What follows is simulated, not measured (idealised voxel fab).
Name of the process module below: voxel wiring stack
For reference, the cross-section in this document is cut, with width 200 nm and square cells of 5 nm.
Cross-section, as written here: a square-cell grid given band by band from the top down, where a band holds one or more rows of cells.
For a band, the entry starts with two heights in nm, that of the top and then that of the bottom, and carries on with the band's materials in order from left to right, each alongside its width in nm; the word "full width" beside a single material means it fills the band edge to edge, and "empty" means empty space.
Heights are reckoned from 0. Under this level, the received wafer is all of one material. The bottommost band is open-ended downward, for example "0 down".
Note: "30->40" means the width goes from the first number (top row of the band) to the second number (bottom row) in equal steps per row of cells.
Basically "nothing different" means that step didn't change any cell in the cross-section.
Sealed cavities: empty space of 8 cells or more with no open way to the top, each as width x height at its distance from the left edge, in nm
What comes after the settings on a step's line is commentary from the simulator itself on that step.
"overlay nm" denotes, for a step that has a mask, the displacement of the mask to the right of its planned place, with negative values corresponding to the left.
Pairs, read this way: before one process step on the one hand, after it on the other, the after cross-section ending at the lowest band that changed; the step between, settings included, beneath. Same starting wafer throughout, but possibly different runs of this module, so no pair continues from the pair above unless its entry headed "Pre-process state" says so.

Pre-process state
    0 down  Si full width
    Sealed cavities: none

Post-Step Geometry
    10 to 0  SiO2 full width
    Unchanged below 0.
    Sealed cavities: none
The step carried out between the cross-section before it and the cross-section after it, both shown above, is op CONFORMAL_DEP | material SiO2 | thk nm 10

Pre-process state: per the after cross-section of the pair just above.

Post-Step Geometry
    15 to 10  TiN full width
    Unchanged below 10.
    Sealed cavities: none
The step carried out between the cross-section before it and the cross-section after it, both shown above, is op DIRECTIONAL_DEP | material TiN | thk nm 5

Pre-process state: per the after cross-section of the pair just above.

Post-Step Geometry
    30 to 15  W full width
    Unchanged below 15.
    Sealed cavities: none
The step carried out between the cross-section before it and the cross-section after it, both shown above, is op DIRECTIONAL_DEP | material W | thk nm 15

Pre-process state: per the after cross-section of the pair just above.

Post-Step Geometry
    40 to 30  aC full width
    Unchanged below 30.
    Sealed cavities: none
The step carried out between the cross-section before it and the cross-section after it, both shown above, is op DIRECTIONAL_DEP | material aC | thk nm 10

Pre-process state: per the after cross-section of the pair just above.

Post-Step Geometry
    65 to 40  empty 25 nm  resist 30 nm  empty 30 nm  resist 30 nm  empty 30 nm  resist 30 nm  empty 25 nm
    Unchanged below 40.
    Sealed cavities: none
The step carried out between the cross-section before it and the cross-section after it, both shown above, is op PATTERN | tone cover | mask id METAL_1 | material resist | width nm 30 | pitch nm 60 | thk nm 25 | overlay nm 0

Pre-process state: per the after cross-section of the pair just above.

Post-Step Geometry
    55 to 40  empty 25 nm  resist 30 nm  empty 30 nm  resist 30 nm  empty 30 nm  resist 30 nm  empty 25 nm
    40 to 30  empty 25 nm  aC 30 nm  empty 30 nm  aC 30 nm  empty 30 nm  aC 30 nm  empty 25 nm
    Unchanged below 30.
    Sealed cavities: none
The step carried out between the cross-section before it and the cross-section after it, both shown above, is op DIRECTIONAL_ETCH | etch materials aC | depth nm 10

Pre-process state: per the after cross-section of the pair just above.

Post-Step Geometry
    40 to 30  empty 25 nm  aC 30 nm  empty 30 nm  aC 30 nm  empty 30 nm  aC 30 nm  empty 25 nm
    Unchanged below 30.
    Sealed cavities: none
The step carried out between the cross-section before it and the cross-section after it, both shown above, is op STRIP | etch materials resist

Pre-process state: per the after cross-section of the pair just above.

Post-Step Geometry
    40 to 30  empty 25 nm  aC 30 nm  empty 30 nm  aC 30 nm  empty 30 nm  aC 30 nm  empty 25 nm
    30 to 15  empty 25 nm  W 30 nm  empty 30 nm  W 30 nm  empty 30 nm  W 30 nm  empty 25 nm
    Unchanged below 15.
    Sealed cavities: none
The step carried out between the cross-section before it and the cross-section after it, both shown above, is op DIRECTIONAL_ETCH | etch materials W | depth nm 15

Pre-process state: per the after cross-section of the pair just above.

Post-Step Geometry
    40 to 30  empty 25 nm  aC 30 nm  empty 30 nm  aC 30 nm  empty 30 nm  aC 30 nm  empty 25 nm
    30 to 15  empty 25 nm  W 30 nm  empty 30 nm  W 30 nm  empty 30 nm  W 30 nm  empty 25 nm
    15 to 10  empty 25 nm  TiN 30 nm  empty 30 nm  TiN 30 nm  empty 30 nm  TiN 30 nm  empty 25 nm
    Unchanged below 10.
    Sealed cavities: none
The step carried out between the cross-section before it and the cross-section after it, both shown above, is op DIRECTIONAL_ETCH | etch materials TiN | depth nm 5

Pre-process state: per the after cross-section of the pair just above.

Post-Step Geometry
    30 to 15  empty 25 nm  W 30 nm  empty 30 nm  W 30 nm  empty 30 nm  W 30 nm  empty 25 nm
    Unchanged below 15.
    Sealed cavities: none
The step carried out between the cross-section before it and the cross-section after it, both shown above, is op STRIP | etch materials aC

Pre-process state: per the after cross-section of the pair just above.

Post-Step Geometry
    40 to 30  lowk full width
    30 to 15  lowk 25 nm  W 30 nm  lowk 30 nm  W 30 nm  lowk 30 nm  W 30 nm  lowk 25 nm
    15 to 10  lowk 25 nm  TiN 30 nm  lowk 30 nm  TiN 30 nm  lowk 30 nm  TiN 30 nm  lowk 25 nm
    Unchanged below 10.
    Sealed cavities: none
The step carried out between the cross-section before it and the cross-section after it, both shown above, is op FILL_DEP | material lowk | thk nm 10

Pre-process state: per the after cross-section of the pair just above.

Post-Step Geometry
    30 to 15  lowk 25 nm  W 30 nm  lowk 30 nm  W 30 nm  lowk 30 nm  W 30 nm  lowk 25 nm
    Unchanged below 15.
    Sealed cavities: none
The step carried out between the cross-section before it and the cross-section after it, both shown above, is op CMP | height nm 30

Pre-process state: per the after cross-section of the pair just above.

Post-Step Geometry
    35 to 30  SiCN full width
    Unchanged below 30.
    Sealed cavities: none
The step carried out between the cross-section before it and the cross-section after it, both shown above, is op CONFORMAL_DEP | material SiCN | thk nm 5

Pre-process state: per the after cross-section of the pair just above.

Post-Step Geometry
    65 to 35  SiO2 full width
    Unchanged below 35.
    Sealed cavities: none
The step carried out between the cross-section before it and the cross-section after it, both shown above, is op DIRECTIONAL_DEP | material SiO2 | thk nm 30

Pre-process state: per the after cross-section of the pair just above.

Post-Step Geometry
    65 to 35  SiO2 25 nm  empty 15 nm  SiO2 105 nm  empty 15 nm  SiO2 40 nm
    Unchanged below 35.
    Sealed cavities: none
The step carried out between the cross-section before it and the cross-section after it, both shown above, is op MASKED_ETCH | tone open | mask id METAL_2_HOLES | width nm 15 | pitch nm 120 | etch materials SiO2 | depth nm 30 | overlay nm 0

Pre-process state: per the after cross-section of the pair just above.

Post-Step Geometry
    65 to 50  SiO2 25 nm  empty 30 nm  SiO2 30 nm  empty 30 nm  SiO2 30 nm  empty 30 nm  SiO2 25 nm
    Unchanged below 50.
    Sealed cavities: none
The step carried out between the cross-section before it and the cross-section after it, both shown above, is op MASKED_ETCH | tone open | mask id METAL_2 | width nm 30 | pitch nm 60 | etch materials SiO2 | depth nm 15 | overlay nm 0

Pre-process state: per the after cross-section of the pair just above.

Post-Step Geometry
    65 to 50  SiO2 25 nm  empty 30 nm  SiO2 30 nm  empty 30 nm  SiO2 30 nm  empty 30 nm  SiO2 25 nm
    50 to 35  SiO2 25 nm  empty 15 nm  SiO2 105 nm  empty 15 nm  SiO2 40 nm
    35 to 30  SiCN 25 nm  empty 15 nm  SiCN 105 nm  empty 15 nm  SiCN 40 nm
    Unchanged below 30.
    Sealed cavities: none
The step carried out between the cross-section before it and the cross-section after it, both shown above, is op MASKED_ETCH | tone open | mask id METAL_2 | width nm 30 | pitch nm 60 | etch materials SiCN | depth nm 5 | overlay nm 0

Pre-process state: per the after cross-section of the pair just above.

Post-Step Geometry
    70 to 65  TiN 30 nm  empty 20 nm  TiN 40 nm  empty 20 nm  TiN 40 nm  empty 20 nm  TiN 30 nm
    65 to 55  SiO2 25 nm  TiN 5 nm  empty 20 nm  TiN 5 nm  SiO2 30 nm  TiN 5 nm  empty 20 nm  TiN 5 nm  SiO2 30 nm  TiN 5 nm  empty 20 nm  TiN 5 nm  SiO2 25 nm
    55 to 50  SiO2 25 nm  TiN 5 nm  empty 5 nm  TiN 20 nm  SiO2 30 nm  TiN 30 nm  SiO2 30 nm  TiN 5 nm  empty 5 nm  TiN 20 nm  SiO2 25 nm
    50 to 35  SiO2 25 nm  TiN 5 nm  empty 5 nm  TiN 5 nm  SiO2 105 nm  TiN 5 nm  empty 5 nm  TiN 5 nm  SiO2 40 nm
    35 to 30  SiCN 25 nm  TiN 15 nm  SiCN 105 nm  TiN 15 nm  SiCN 40 nm
    Unchanged below 30.
    Sealed cavities: none
The step carried out between the cross-section before it and the cross-section after it, both shown above, is op CONFORMAL_DEP | material TiN | thk nm 5

Pre-process state: per the after cross-section of the pair just above.

Post-Step Geometry
    75 to 70  Ru full width
    70 to 65  TiN 30 nm  Ru 20 nm  TiN 40 nm  Ru 20 nm  TiN 40 nm  Ru 20 nm  TiN 30 nm
    65 to 55  SiO2 25 nm  TiN 5 nm  Ru 20 nm  TiN 5 nm  SiO2 30 nm  TiN 5 nm  Ru 20 nm  TiN 5 nm  SiO2 30 nm  TiN 5 nm  Ru 20 nm  TiN 5 nm  SiO2 25 nm
    55 to 50  SiO2 25 nm  TiN 5 nm  Ru 5 nm  TiN 20 nm  SiO2 30 nm  TiN 30 nm  SiO2 30 nm  TiN 5 nm  Ru 5 nm  TiN 20 nm  SiO2 25 nm
    50 to 35  SiO2 25 nm  TiN 5 nm  Ru 5 nm  TiN 5 nm  SiO2 105 nm  TiN 5 nm  Ru 5 nm  TiN 5 nm  SiO2 40 nm
    Unchanged below 35.
    Sealed cavities: none
The step carried out between the cross-section before it and the cross-section after it, both shown above, is op FILL_DEP | material Ru | thk nm 5

Pre-process state: per the after cross-section of the pair just above.

Post-Step Geometry
    65 to 55  SiO2 25 nm  TiN 5 nm  Ru 20 nm  TiN 5 nm  SiO2 30 nm  TiN 5 nm  Ru 20 nm  TiN 5 nm  SiO2 30 nm  TiN 5 nm  Ru 20 nm  TiN 5 nm  SiO2 25 nm
    Unchanged below 55.
    Sealed cavities: none
The step carried out between the cross-section before it and the cross-section after it, both shown above, is op CMP | height nm 65

Pre-process state: per the after cross-section of the pair just above.

Post-Step Geometry
    70 to 65  SiCN full width
    Unchanged below 65.
    Sealed cavities: none
The step carried out between the cross-section before it and the cross-section after it, both shown above, is op CONFORMAL_DEP | material SiCN | thk nm 5

Pre-process state: per the after cross-section of the pair just above.

Post-Step Geometry
    85 to 70  SiO2 full width
    Unchanged below 70.
    Sealed cavities: none
The step carried out between the cross-section before it and the cross-section after it, both shown above, is op DIRECTIONAL_DEP | material SiO2 | thk nm 15

Pre-process state: per the after cross-section of the pair just above.

Post-Step Geometry
    85 to 70  SiO2 25 nm  empty 15 nm  SiO2 45 nm  empty 15 nm  SiO2 45 nm  empty 15 nm  SiO2 40 nm
    Unchanged below 70.
    Sealed cavities: none
The step carried out between the cross-section before it and the cross-section after it, both shown above, is op MASKED_ETCH | tone open | mask id PLUG_2 | width nm 15 | pitch nm 60 | etch materials SiO2 | depth nm 15 | overlay nm 0

Pre-process state: per the after cross-section of the pair just above.

Post-Step Geometry
    85 to 70  SiO2 25 nm  empty 15 nm  SiO2 45 nm  empty 15 nm  SiO2 45 nm  empty 15 nm  SiO2 40 nm
    70 to 65  SiCN 25 nm  empty 15 nm  SiCN 45 nm  empty 15 nm  SiCN 45 nm  empty 15 nm  SiCN 40 nm
    Unchanged below 65.
    Sealed cavities: none
The step carried out between the cross-section before it and the cross-section after it, both shown above, is op MASKED_ETCH | tone open | mask id PLUG_2 | width nm 15 | pitch nm 60 | etch materials SiCN | depth nm 5 | overlay nm 0

Pre-process state: per the after cross-section of the pair just above.

Post-Step Geometry
    85 to 75  SiO2 25 nm  empty 15 nm  SiO2 45 nm  empty 15 nm  SiO2 45 nm  empty 15 nm  SiO2 40 nm
    75 to 70  SiO2 25 nm  Ru 15 nm  SiO2 45 nm  Ru 15 nm  SiO2 45 nm  Ru 15 nm  SiO2 40 nm
    70 to 65  SiCN 25 nm  Ru 15 nm  SiCN 45 nm  Ru 15 nm  SiCN 45 nm  Ru 15 nm  SiCN 40 nm
    Unchanged below 65.
    Sealed cavities: none
The step carried out between the cross-section before it and the cross-section after it, both shown above, is op EPI | material Ru | thk nm 10

Pre-process state: per the after cross-section of the pair just above.

Post-Step Geometry
    85 to 70  SiO2 25 nm  Ru 15 nm  SiO2 45 nm  Ru 15 nm  SiO2 45 nm  Ru 15 nm  SiO2 40 nm
    Unchanged below 70.
    Sealed cavities: none
The step carried out between the cross-section before it and the cross-section after it, both shown above, is op EPI | material Ru | thk nm 10

Pre-process state: per the after cross-section of the pair just above.

Post-Step Geometry
    90 to 85  SiN full width
    Unchanged below 85.
    Sealed cavities: none
The step carried out between the cross-section before it and the cross-section after it, both shown above, is op CONFORMAL_DEP | material SiN | thk nm 5

Pre-process state: per the after cross-section of the pair just above.

Post-Step Geometry
    115 to 90  SiO2 full width
    Unchanged below 90.
    Sealed cavities: none
The step carried out between the cross-section before it and the cross-section after it, both shown above, is op DIRECTIONAL_DEP | material SiO2 | thk nm 25

Pre-process state: per the after cross-section of the pair just above.

Post-Step Geometry
    135 to 115  resist 25 nm  empty 30 nm  resist 30 nm  empty 30 nm  resist 30 nm  empty 30 nm  resist 25 nm
    Unchanged below 115.
    Sealed cavities: none
The step carried out between the cross-section before it and the cross-section after it, both shown above, is op PATTERN | tone open | mask id METAL_3 | material resist | width nm 30 | pitch nm 60 | thk nm 20 | overlay nm 0

Pre-process state: per the after cross-section of the pair just above.

Post-Step Geometry
    135 to 115  resist 25 nm  empty 30 nm  resist 30 nm  empty 30 nm  resist 30 nm  empty 30 nm  resist 25 nm
    115 to 90  SiO2 25 nm  empty 30 nm  SiO2 30 nm  empty 30 nm  SiO2 30 nm  empty 30 nm  SiO2 25 nm
    Unchanged below 90.
    Sealed cavities: none
The step carried out between the cross-section before it and the cross-section after it, both shown above, is op DIRECTIONAL_ETCH | etch materials SiO2 | depth nm 25

Pre-process state: per the after cross-section of the pair just above.

Post-Step Geometry
    135 to 115  resist 25 nm  empty 30 nm  resist 30 nm  empty 30 nm  resist 30 nm  empty 30 nm  resist 25 nm
    115 to 90  SiO2 25 nm  empty 30 nm  SiO2 30 nm  empty 30 nm  SiO2 30 nm  empty 30 nm  SiO2 25 nm
    90 to 85  SiN 25 nm  empty 30 nm  SiN 30 nm  empty 30 nm  SiN 30 nm  empty 30 nm  SiN 25 nm
    Unchanged below 85.
    Sealed cavities: none
The step carried out between the cross-section before it and the cross-section after it, both shown above, is op DIRECTIONAL_ETCH | etch materials SiN | depth nm 5

Pre-process state: per the after cross-section of the pair just above.

Post-Step Geometry
    115 to 90  SiO2 25 nm  empty 30 nm  SiO2 30 nm  empty 30 nm  SiO2 30 nm  empty 30 nm  SiO2 25 nm
    Unchanged below 90.
    Sealed cavities: none
The step carried out between the cross-section before it and the cross-section after it, both shown above, is op STRIP | etch materials resist

Pre-process state: per the after cross-section of the pair just above.

Post-Step Geometry
    120 to 115  TiN 30 nm  empty 20 nm  TiN 40 nm  empty 20 nm  TiN 40 nm  empty 20 nm  TiN 30 nm
    115 to 90  SiO2 25 nm  TiN 5 nm  empty 20 nm  TiN 5 nm  SiO2 30 nm  TiN 5 nm  empty 20 nm  TiN 5 nm  SiO2 30 nm  TiN 5 nm  empty 20 nm  TiN 5 nm  SiO2 25 nm
    90 to 85  SiN 25 nm  TiN 30 nm  SiN 30 nm  TiN 30 nm  SiN 30 nm  TiN 30 nm  SiN 25 nm
    Unchanged below 85.
    Sealed cavities: none
The step carried out between the cross-section before it and the cross-section after it, both shown above, is op CONFORMAL_DEP | material TiN | thk nm 5

Pre-process state: per the after cross-section of the pair just above.

Post-Step Geometry
    125 to 120  Ru full width
    120 to 115  TiN 30 nm  Ru 20 nm  TiN 40 nm  Ru 20 nm  TiN 40 nm  Ru 20 nm  TiN 30 nm
    115 to 90  SiO2 25 nm  TiN 5 nm  Ru 20 nm  TiN 5 nm  SiO2 30 nm  TiN 5 nm  Ru 20 nm  TiN 5 nm  SiO2 30 nm  TiN 5 nm  Ru 20 nm  TiN 5 nm  SiO2 25 nm
    Unchanged below 90.
    Sealed cavities: none
The step carried out between the cross-section before it and the cross-section after it, both shown above, is op FILL_DEP | material Ru | thk nm 5

Pre-process state: per the after cross-section of the pair just above.

Post-Step Geometry
    115 to 90  SiO2 25 nm  TiN 5 nm  Ru 20 nm  TiN 5 nm  SiO2 30 nm  TiN 5 nm  Ru 20 nm  TiN 5 nm  SiO2 30 nm  TiN 5 nm  Ru 20 nm  TiN 5 nm  SiO2 25 nm
    Unchanged below 90.
    Sealed cavities: none
The step carried out between the cross-section before it and the cross-section after it, both shown above, is op CMP | height nm 115

Pre-process state: per the after cross-section of the pair just above.

Post-Step Geometry
    120 to 115  SiN full width
    Unchanged below 115.
    Sealed cavities: none
The step carried out between the cross-section before it and the cross-section after it, both shown above, is op CONFORMAL_DEP | material SiN | thk nm 5

Pre-process state
    85 to 70  SiO2 25 nm  Ru 15 nm  SiO2 45 nm  Ru 15 nm  SiO2 45 nm  Ru 15 nm  SiO2 40 nm
    70 to 65  SiCN 25 nm  Ru 15 nm  SiCN 45 nm  Ru 15 nm  SiCN 45 nm  Ru 15 nm  SiCN 40 nm
    65 to 55  SiO2 25 nm  TiN 5 nm  Ru 20 nm  TiN 5 nm  SiO2 30 nm  TiN 5 nm  Ru 20 nm  TiN 5 nm  SiO2 30 nm  TiN 5 nm  Ru 20 nm  TiN 5 nm  SiO2 25 nm
    55 to 50  SiO2 25 nm  TiN 5 nm  Ru 5 nm  TiN 20 nm  SiO2 30 nm  TiN 30 nm  SiO2 30 nm  TiN 5 nm  Ru 5 nm  TiN 20 nm  SiO2 25 nm
    50 to 35  SiO2 25 nm  TiN 5 nm  Ru 5 nm  TiN 5 nm  SiO2 105 nm  TiN 5 nm  Ru 5 nm  TiN 5 nm  SiO2 40 nm
    35 to 30  SiCN 25 nm  TiN 15 nm  SiCN 105 nm  TiN 15 nm  SiCN 40 nm
    30 to 15  lowk 25 nm  W 30 nm  lowk 30 nm  W 30 nm  lowk 30 nm  W 30 nm  lowk 25 nm
    15 to 10  lowk 25 nm  TiN 30 nm  lowk 30 nm  TiN 30 nm  lowk 30 nm  TiN 30 nm  lowk 25 nm
    10 to 0  SiO2 full width
    0 down  Si full width
    Sealed cavities: none

Post-Step Geometry
    110 to 85  SiO2 full width
    Unchanged below 85.
    Sealed cavities: none
The step carried out between the cross-section before it and the cross-section after it, both shown above, is op DIRECTIONAL_DEP | material SiO2 | thk nm 25

Pre-process state: per the after cross-section of the pair just above.

Post-Step Geometry
    130 to 110  resist 25 nm  empty 30 nm  resist 30 nm  empty 30 nm  resist 30 nm  empty 30 nm  resist 25 nm
    Unchanged below 110.
    Sealed cavities: none
The step carried out between the cross-section before it and the cross-section after it, both shown above, is op PATTERN | tone open | mask id METAL_3 | material resist | width nm 30 | pitch nm 60 | thk nm 20 | overlay nm 0

Pre-process state: per the after cross-section of the pair just above.

Post-Step Geometry
    130 to 110  resist 25 nm  empty 30 nm  resist 30 nm  empty 30 nm  resist 30 nm  empty 30 nm  resist 25 nm
    110 to 85  SiO2 25 nm  empty 30 nm  SiO2 30 nm  empty 30 nm  SiO2 30 nm  empty 30 nm  SiO2 25 nm
    Unchanged below 85.
    Sealed cavities: none
The step carried out between the cross-section before it and the cross-section after it, both shown above, is op DIRECTIONAL_ETCH | etch materials SiO2 | depth nm 25

Pre-process state: per the after cross-section of the pair just above.

Post-Step Geometry
    110 to 85  SiO2 25 nm  empty 30 nm  SiO2 30 nm  empty 30 nm  SiO2 30 nm  empty 30 nm  SiO2 25 nm
    Unchanged below 85.
    Sealed cavities: none
The step carried out between the cross-section before it and the cross-section after it, both shown above, is op STRIP | etch materials resist

Pre-process state: per the after cross-section of the pair just above.

Post-Step Geometry
    115 to 110  TiN 30 nm  empty 20 nm  TiN 40 nm  empty 20 nm  TiN 40 nm  empty 20 nm  TiN 30 nm
    110 to 90  SiO2 25 nm  TiN 5 nm  empty 20 nm  TiN 5 nm  SiO2 30 nm  TiN 5 nm  empty 20 nm  TiN 5 nm  SiO2 30 nm  TiN 5 nm  empty 20 nm  TiN 5 nm  SiO2 25 nm
    90 to 85  SiO2 25 nm  TiN 30 nm  SiO2 30 nm  TiN 30 nm  SiO2 30 nm  TiN 30 nm  SiO2 25 nm
    Unchanged below 85.
    Sealed cavities: none
The step carried out between the cross-section before it and the cross-section after it, both shown above, is op CONFORMAL_DEP | material TiN | thk nm 5

Pre-process state: per the after cross-section of the pair just above.

Post-Step Geometry
    120 to 115  Ru full width
    115 to 110  TiN 30 nm  Ru 20 nm  TiN 40 nm  Ru 20 nm  TiN 40 nm  Ru 20 nm  TiN 30 nm
    110 to 90  SiO2 25 nm  TiN 5 nm  Ru 20 nm  TiN 5 nm  SiO2 30 nm  TiN 5 nm  Ru 20 nm  TiN 5 nm  SiO2 30 nm  TiN 5 nm  Ru 20 nm  TiN 5 nm  SiO2 25 nm
    Unchanged below 90.
    Sealed cavities: none
The step carried out between the cross-section before it and the cross-section after it, both shown above, is op FILL_DEP | material Ru | thk nm 5

Pre-process state: per the after cross-section of the pair just above.

Post-Step Geometry
    115 to 110  TiN 30 nm  Ru 20 nm  TiN 40 nm  Ru 20 nm  TiN 40 nm  Ru 20 nm  TiN 30 nm
    Unchanged below 110.
    Sealed cavities: none
The step carried out between the cross-section before it and the cross-section after it, both shown above, is op CMP | height nm 115

Pre-process state: per the after cross-section of the pair just above.

Post-Step Geometry
    120 to 115  SiN full width
    Unchanged below 115.
    Sealed cavities: none
The step carried out between the cross-section before it and the cross-section after it, both shown above, is op CONFORMAL_DEP | material SiN | thk nm 5

Pre-process state
    85 to 70  SiO2 25 nm  Ru 15 nm  SiO2 45 nm  Ru 15 nm  SiO2 45 nm  Ru 15 nm  SiO2 40 nm
    70 to 65  SiCN 25 nm  Ru 15 nm  SiCN 45 nm  Ru 15 nm  SiCN 45 nm  Ru 15 nm  SiCN 40 nm
    65 to 55  SiO2 25 nm  TiN 5 nm  Ru 20 nm  TiN 5 nm  SiO2 30 nm  TiN 5 nm  Ru 20 nm  TiN 5 nm  SiO2 30 nm  TiN 5 nm  Ru 20 nm  TiN 5 nm  SiO2 25 nm
    55 to 50  SiO2 25 nm  TiN 5 nm  Ru 5 nm  TiN 20 nm  SiO2 30 nm  TiN 30 nm  SiO2 30 nm  TiN 5 nm  Ru 5 nm  TiN 20 nm  SiO2 25 nm
    50 to 35  SiO2 25 nm  TiN 5 nm  Ru 5 nm  TiN 5 nm  SiO2 105 nm  TiN 5 nm  Ru 5 nm  TiN 5 nm  SiO2 40 nm
    35 to 30  SiCN 25 nm  TiN 15 nm  SiCN 105 nm  TiN 15 nm  SiCN 40 nm
    30 to 15  lowk 25 nm  W 30 nm  lowk 30 nm  W 30 nm  lowk 30 nm  W 30 nm  lowk 25 nm
    15 to 10  lowk 25 nm  TiN 30 nm  lowk 30 nm  TiN 30 nm  lowk 30 nm  TiN 30 nm  lowk 25 nm
    10 to 0  SiO2 full width
    0 down  Si full width
    Sealed cavities: none

Post-Step Geometry
    95 to 85  empty 15 nm  Ru 35 nm  empty 25 nm  Ru 35 nm  empty 25 nm  Ru 35 nm  empty 30 nm
    Unchanged below 85.
    Sealed cavities: none
The step carried out between the cross-section before it and the cross-section after it, both shown above, is op EPI | material Ru | thk nm 10

Pre-process state: per the after cross-section of the pair just above.

Post-Step Geometry
    100 to 95  empty 10 nm  SiN 45 nm  empty 15 nm  SiN 45 nm  empty 15 nm  SiN 45 nm  empty 25 nm
    95 to 90  empty 10 nm  SiN 5 nm  Ru 35 nm  SiN 5 nm  empty 15 nm  SiN 5 nm  Ru 35 nm  SiN 5 nm  empty 15 nm  SiN 5 nm  Ru 35 nm  SiN 5 nm  empty 25 nm
    90 to 85  SiN 15 nm  Ru 35 nm  SiN 25 nm  Ru 35 nm  SiN 25 nm  Ru 35 nm  SiN 30 nm
    Unchanged below 85.
    Sealed cavities: none
The step carried out between the cross-section before it and the cross-section after it, both shown above, is op CONFORMAL_DEP | material SiN | thk nm 5

Pre-process state: per the after cross-section of the pair just above.

Post-Step Geometry
    125 to 115  empty 10 nm  SiO2 45 nm  empty 15 nm  SiO2 45 nm  empty 15 nm  SiO2 45 nm  empty 25 nm
    115 to 100  SiO2 full width
    100 to 95  SiO2 10 nm  SiN 45 nm  SiO2 15 nm  SiN 45 nm  SiO2 15 nm  SiN 45 nm  SiO2 25 nm
    95 to 90  SiO2 10 nm  SiN 5 nm  Ru 35 nm  SiN 5 nm  SiO2 15 nm  SiN 5 nm  Ru 35 nm  SiN 5 nm  SiO2 15 nm  SiN 5 nm  Ru 35 nm  SiN 5 nm  SiO2 25 nm
    Unchanged below 90.
    Sealed cavities: none
The step carried out between the cross-section before it and the cross-section after it, both shown above, is op DIRECTIONAL_DEP | material SiO2 | thk nm 25

Pre-process state: per the after cross-section of the pair just above.

Post-Step Geometry
    145 to 125  resist 25 nm  empty 30 nm  resist 30 nm  empty 30 nm  resist 30 nm  empty 30 nm  resist 25 nm
    125 to 115  resist 10 nm  SiO2 45 nm  resist 15 nm  SiO2 45 nm  resist 15 nm  SiO2 45 nm  resist 25 nm
    Unchanged below 115.
    Sealed cavities: none
The step carried out between the cross-section before it and the cross-section after it, both shown above, is op PATTERN | tone open | mask id METAL_3 | material resist | width nm 30 | pitch nm 60 | thk nm 20 | overlay nm 0

Pre-process state: per the after cross-section of the pair just above.

Post-Step Geometry
    145 to 125  resist 25 nm  empty 30 nm  resist 30 nm  empty 30 nm  resist 30 nm  empty 30 nm  resist 25 nm
    125 to 115  resist 10 nm  SiO2 15 nm  empty 30 nm  resist 15 nm  SiO2 15 nm  empty 30 nm  resist 15 nm  SiO2 15 nm  empty 30 nm  resist 25 nm
    115 to 100  SiO2 25 nm  empty 30 nm  SiO2 30 nm  empty 30 nm  SiO2 30 nm  empty 30 nm  SiO2 25 nm
    Unchanged below 100.
    Sealed cavities: none
The step carried out between the cross-section before it and the cross-section after it, both shown above, is op DIRECTIONAL_ETCH | etch materials SiO2 | depth nm 25

Pre-process state: per the after cross-section of the pair just above.

Post-Step Geometry
    145 to 125  resist 25 nm  empty 30 nm  resist 30 nm  empty 30 nm  resist 30 nm  empty 30 nm  resist 25 nm
    125 to 115  resist 10 nm  SiO2 15 nm  empty 30 nm  resist 15 nm  SiO2 15 nm  empty 30 nm  resist 15 nm  SiO2 15 nm  empty 30 nm  resist 25 nm
    115 to 100  SiO2 25 nm  empty 30 nm  SiO2 30 nm  empty 30 nm  SiO2 30 nm  empty 30 nm  SiO2 25 nm
    100 to 95  SiO2 10 nm  SiN 15 nm  empty 30 nm  SiO2 15 nm  SiN 15 nm  empty 30 nm  SiO2 15 nm  SiN 15 nm  empty 30 nm  SiO2 25 nm
    Unchanged below 95.
    Sealed cavities: none
The step carried out between the cross-section before it and the cross-section after it, both shown above, is op DIRECTIONAL_ETCH | etch materials SiN | depth nm 5

Pre-process state: per the after cross-section of the pair just above.

Post-Step Geometry
    125 to 115  empty 10 nm  SiO2 15 nm  empty 45 nm  SiO2 15 nm  empty 45 nm  SiO2 15 nm  empty 55 nm
    Unchanged below 115.
    Sealed cavities: none
The step carried out between the cross-section before it and the cross-section after it, both shown above, is op STRIP | etch materials resist

Pre-process state: per the after cross-section of the pair just above.

Post-Step Geometry
    130 to 125  empty 5 nm  TiN 25 nm  empty 35 nm  TiN 25 nm  empty 35 nm  TiN 25 nm  empty 50 nm
    125 to 120  empty 5 nm  TiN 5 nm  SiO2 15 nm  TiN 5 nm  empty 35 nm  TiN 5 nm  SiO2 15 nm  TiN 5 nm  empty 35 nm  TiN 5 nm  SiO2 15 nm  TiN 5 nm  empty 50 nm
    120 to 115  TiN 10 nm  SiO2 15 nm  TiN 5 nm  empty 20 nm  TiN 20 nm  SiO2 15 nm  TiN 5 nm  empty 20 nm  TiN 20 nm  SiO2 15 nm  TiN 5 nm  empty 20 nm  TiN 30 nm
    115 to 100  SiO2 25 nm  TiN 5 nm  empty 20 nm  TiN 5 nm  SiO2 30 nm  TiN 5 nm  empty 20 nm  TiN 5 nm  SiO2 30 nm  TiN 5 nm  empty 20 nm  TiN 5 nm  SiO2 25 nm
    100 to 95  SiO2 10 nm  SiN 15 nm  TiN 30 nm  SiO2 15 nm  SiN 15 nm  TiN 30 nm  SiO2 15 nm  SiN 15 nm  TiN 30 nm  SiO2 25 nm
    Unchanged below 95.
    Sealed cavities: none
The step carried out between the cross-section before it and the cross-section after it, both shown above, is op CONFORMAL_DEP | material TiN | thk nm 5

Pre-process state: per the after cross-section of the pair just above.

Post-Step Geometry
    135 to 130  Ru full width
    130 to 125  Ru 5 nm  TiN 25 nm  Ru 35 nm  TiN 25 nm  Ru 35 nm  TiN 25 nm  Ru 50 nm
    125 to 120  Ru 5 nm  TiN 5 nm  SiO2 15 nm  TiN 5 nm  Ru 35 nm  TiN 5 nm  SiO2 15 nm  TiN 5 nm  Ru 35 nm  TiN 5 nm  SiO2 15 nm  TiN 5 nm  Ru 50 nm
    120 to 115  TiN 10 nm  SiO2 15 nm  TiN 5 nm  Ru 20 nm  TiN 20 nm  SiO2 15 nm  TiN 5 nm  Ru 20 nm  TiN 20 nm  SiO2 15 nm  TiN 5 nm  Ru 20 nm  TiN 30 nm
    115 to 100  SiO2 25 nm  TiN 5 nm  Ru 20 nm  TiN 5 nm  SiO2 30 nm  TiN 5 nm  Ru 20 nm  TiN 5 nm  SiO2 30 nm  TiN 5 nm  Ru 20 nm  TiN 5 nm  SiO2 25 nm
    Unchanged below 100.
    Sealed cavities: none
The step carried out between the cross-section before it and the cross-section after it, both shown above, is op FILL_DEP | material Ru | thk nm 5

Pre-process state: per the after cross-section of the pair just above.

Post-Step Geometry
    115 to 100  SiO2 25 nm  TiN 5 nm  Ru 20 nm  TiN 5 nm  SiO2 30 nm  TiN 5 nm  Ru 20 nm  TiN 5 nm  SiO2 30 nm  TiN 5 nm  Ru 20 nm  TiN 5 nm  SiO2 25 nm
    Unchanged below 100.
    Sealed cavities: none
The step carried out between the cross-section before it and the cross-section after it, both shown above, is op CMP | height nm 115
